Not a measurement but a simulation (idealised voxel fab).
process module | voxel capacitor over wiring
cross-section cut | 185 nm wide | cells 5 nm
A cross-section is a grid of square cells, given in bands from the top down. A band is one or more rows of cells.
Each band's line starts with the height of the band's top and of its bottom, in nm. Then come its materials from left to right, each with its width in nm. One material with "throughout" fills the band from edge to edge. "air" is empty space.
Height 0 is the level under which the wafer as received is all one material. The lowest band goes on downwards, as in "0 down".
A width such as "30 to 40" changes by the same amount from each row of cells to the next, from the band's top row to its bottom row.
"no change" after a step means that no cell of the cross-section changed.
closed voids: empty space of 8 cells or more with no open way to the top, each as width x height at its distance from the left edge, in nm
after a step's settings: what the simulator itself notes on the step
overlay nm, on a step with a mask: how far to the right of its planned place the mask lay; to the left if negative
plan
1 op RECEIVE | material Si
2 op CONFORMAL_DEP | material SiO2 | thk nm 15
3 op CONFORMAL_DEP | material SiCN | thk nm 5
4 op DIRECTIONAL_DEP | material lowk | thk nm 20
5 op DIRECTIONAL_DEP | material aC | thk nm 15
6 op PATTERN | tone open | mask id METAL_1 | material resist | width nm 20 | pitch nm 75 | thk nm 35 | overlay nm 0
7 op DIRECTIONAL_ETCH | etch materials aC | depth nm 15
8 op STRIP | etch materials resist
9 op DIRECTIONAL_ETCH | etch materials lowk | depth nm 20
10 op DIRECTIONAL_ETCH | etch materials SiCN | depth nm 5
11 op STRIP | etch materials aC
12 op CONFORMAL_DEP | material TiN | thk nm 5
13 op FILL_DEP | material W | thk nm 5
14 op CMP | height nm 40
15 op CONFORMAL_DEP | material SiCN | thk nm 5
16 op DIRECTIONAL_DEP | material SiO2 | thk nm 15
17 op PATTERN | tone open | mask id PLUG_1 | material resist | width nm 15 | thk nm 20 | overlay nm 0
18 op DIRECTIONAL_ETCH | etch materials SiO2 | depth nm 15
19 op DIRECTIONAL_ETCH | etch materials SiCN | depth nm 5
20 op STRIP | etch materials resist
21 op EPI | material Ru | thk nm 10
22 op EPI | material Ru | thk nm 10
23 op DIRECTIONAL_DEP | material TiN | thk nm 5
24 op DIRECTIONAL_DEP | material Al2O3 | thk nm 5
25 op DIRECTIONAL_DEP | material TiN | thk nm 5
26 op DIRECTIONAL_DEP | material aC | thk nm 15
27 op PATTERN | tone cover | mask id UPPER_PLATE | material resist | width nm 60 | thk nm 30 | overlay nm 0
28 op DIRECTIONAL_ETCH | etch materials aC | depth nm 15
29 op STRIP | etch materials resist
30 op DIRECTIONAL_ETCH | etch materials TiN | depth nm 5
31 op DIRECTIONAL_ETCH | etch materials Al2O3 | depth nm 5
32 op STRIP | etch materials aC
33 op PATTERN | tone cover | mask id LOWER_PLATE | material resist | width nm 70 | thk nm 20 | overlay nm 0
34 op DIRECTIONAL_ETCH | etch materials TiN | depth nm 5
35 op STRIP | etch materials resist
36 op FILL_DEP | material SiO2 | thk nm 15
37 op CMP | height nm 85
38 op MASKED_ETCH | tone open | mask id PLUG_2 | width nm 15 | etch materials SiO2 | depth nm 5 | overlay nm 0
39 op CONFORMAL_DEP | material TiN | thk nm 5
40 op FILL_DEP | material Ru | thk nm 5
41 op CMP | height nm 85
42 op CONFORMAL_DEP | material SiN | thk nm 5
varied across the wafers: depth nm of step 38. The plan shows the first wafer's value. All wafers start alike
first wafer as received, after step 1
  0 down: Si throughout
  closed voids: none
first wafer at the end, after step 42
  90 to 85: SiN throughout
  85 to 80: SiO2 60 | TiN 15 | SiO2 110
  80 to 75: SiO2 throughout
  75 to 70: SiO2 50 | TiN 60 | SiO2 75
  70 to 65: SiO2 50 | Al2O3 60 | SiO2 75
  65 to 60: SiO2 45 | TiN 70 | SiO2 70
  60 to 45: SiO2 50 | Ru 15 | SiO2 120
  45 to 40: SiCN 50 | Ru 15 | SiCN 120
  40 to 20: lowk 45 | TiN 5 | W 10 | TiN 5 | lowk 55 | TiN 5 | W 10 | TiN 5 | lowk 45
  20 to 15: SiCN 45 | TiN 20 | SiCN 55 | TiN 20 | SiCN 45
  15 to 0: SiO2 throughout
  0 down: Si throughout
  closed voids: none
last wafer at the end
  90 to 85: SiN throughout
  85 to 80: SiO2 60 | TiN 5 | Ru 5 | TiN 5 | SiO2 110
  80 to 70: SiO2 60 to 50 | TiN 15 to 60 | SiO2 110 to 75
  70 to 65: SiO2 50 | Al2O3 60 | SiO2 75
  65 to 60: SiO2 45 | TiN 70 | SiO2 70
  60 to 45: SiO2 50 | Ru 15 | SiO2 120
  45 to 40: SiCN 50 | Ru 15 | SiCN 120
  40 to 20: lowk 45 | TiN 5 | W 10 | TiN 5 | lowk 55 | TiN 5 | W 10 | TiN 5 | lowk 45
  20 to 15: SiCN 45 | TiN 20 | SiCN 55 | TiN 20 | SiCN 45
  15 to 0: SiO2 throughout
  0 down: Si throughout
  closed voids: none
each wafer at the end: cells of each material gained (+) or lost (-) since it was received, then its closed voids
depth nm 5 | +12 Al2O3 | +12 Ru | +63 SiCN | +37 SiN | +357 SiO2 | +53 TiN | +16 W | +116 lowk | closed voids: none
depth nm 10 | +12 Al2O3 | +13 Ru | +63 SiCN | +37 SiN | +354 SiO2 | +55 TiN | +16 W | +116 lowk | closed voids: none
depth nm 15 | +12 Al2O3 | +13 Ru | +63 SiCN | +37 SiN | +354 SiO2 | +55 TiN | +16 W | +116 lowk | closed voids: none
depth nm 20 | +12 Al2O3 | +13 Ru | +63 SiCN | +37 SiN | +354 SiO2 | +55 TiN | +16 W | +116 lowk | closed voids: none
depth nm 25 | +12 Al2O3 | +13 Ru | +63 SiCN | +37 SiN | +354 SiO2 | +55 TiN | +16 W | +116 lowk | closed voids: none
